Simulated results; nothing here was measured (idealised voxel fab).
Presented below is a process module, voxel spacer lines.
This is section cut - it's 210 nm across, gridded in 5 nm square cells.
Cross-sections here: square-cell grids, written as top-down lists of bands, a band being one or more rows of cells. For a band, the entry starts with two heights in nm, that of the top and then that of the bottom, and carries on with the band's materials in order from left to right, each alongside its width in nm; the word "edge to edge" beside a single material means it fills the band edge to edge, and "empty" means empty space. Height 0 is the level under which the wafer as received is all one material. The lowest band goes on downwards, as in "0 down". Read "30..40" as a graded width: first number on top, second number at the bottom, same change between each pair of neighbouring rows. "all unchanged" for a step: no cell of the cross-section changed in that step. Enclosed voids (no open way to top), threshold 8 cells or more, entry "Enclosed void entries", notation width x height at distance, distance from left edge, nm. Anything after a step's settings on that line? It's the simulator's own note about the step. overlay nm: right-of-plan distance of the mask on a masked step; negative values mean left-of-plan.

-- These are the steps we planned for the process
1. RECEIVE [material Si]
2. CONFORMAL_DEP [material Al2O3] [thk nm 10]
3. DIRECTIONAL_DEP [material W] [thk nm 15]
4. DIRECTIONAL_DEP [material aC] [thk nm 30]
5. PATTERN [tone cover] [mask id MANDREL] [material resist] [width nm 20] [pitch nm 70] [thk nm 35] [overlay nm -15]
6. DIRECTIONAL_ETCH [etch materials aC] [depth nm 30]
7. STRIP [etch materials resist]
8. CONFORMAL_DEP [material SiO2] [thk nm 15]
9. DIRECTIONAL_ETCH [etch materials SiO2] [depth nm 15]
10. STRIP [etch materials aC]
11. DIRECTIONAL_ETCH [etch materials W] [depth nm 15]
12. STRIP [etch materials SiO2]
13. FILL_DEP [material lowk] [thk nm 10]
14. CMP [height nm 25]
Where the wafers of this document differ is in the overlay nm of step 5; they start out the same, and the plan states the value that applied to the first wafer.

-- Cross-section, first of several wafers, as delivered after step 1
  0 down: Si edge to edge
  Enclosed void entries: none

-- each wafer at the end: cells of each material gained (+) or lost (-) since it was received, then its closed voids
overlay nm -15, +84 Al2O3, +36 W, +90 lowk, Enclosed void entries: none
overlay nm -10, +84 Al2O3, +36 W, +90 lowk, Enclosed void entries: none
overlay nm -5, +84 Al2O3, +36 W, +90 lowk, Enclosed void entries: none
overlay nm 0, +84 Al2O3, +36 W, +90 lowk, Enclosed void entries: none
overlay nm 5, +84 Al2O3, +36 W, +90 lowk, Enclosed void entries: none
overlay nm 10, +84 Al2O3, +36 W, +90 lowk, Enclosed void entries: none
overlay nm 15, +84 Al2O3, +36 W, +90 lowk, Enclosed void entries: none
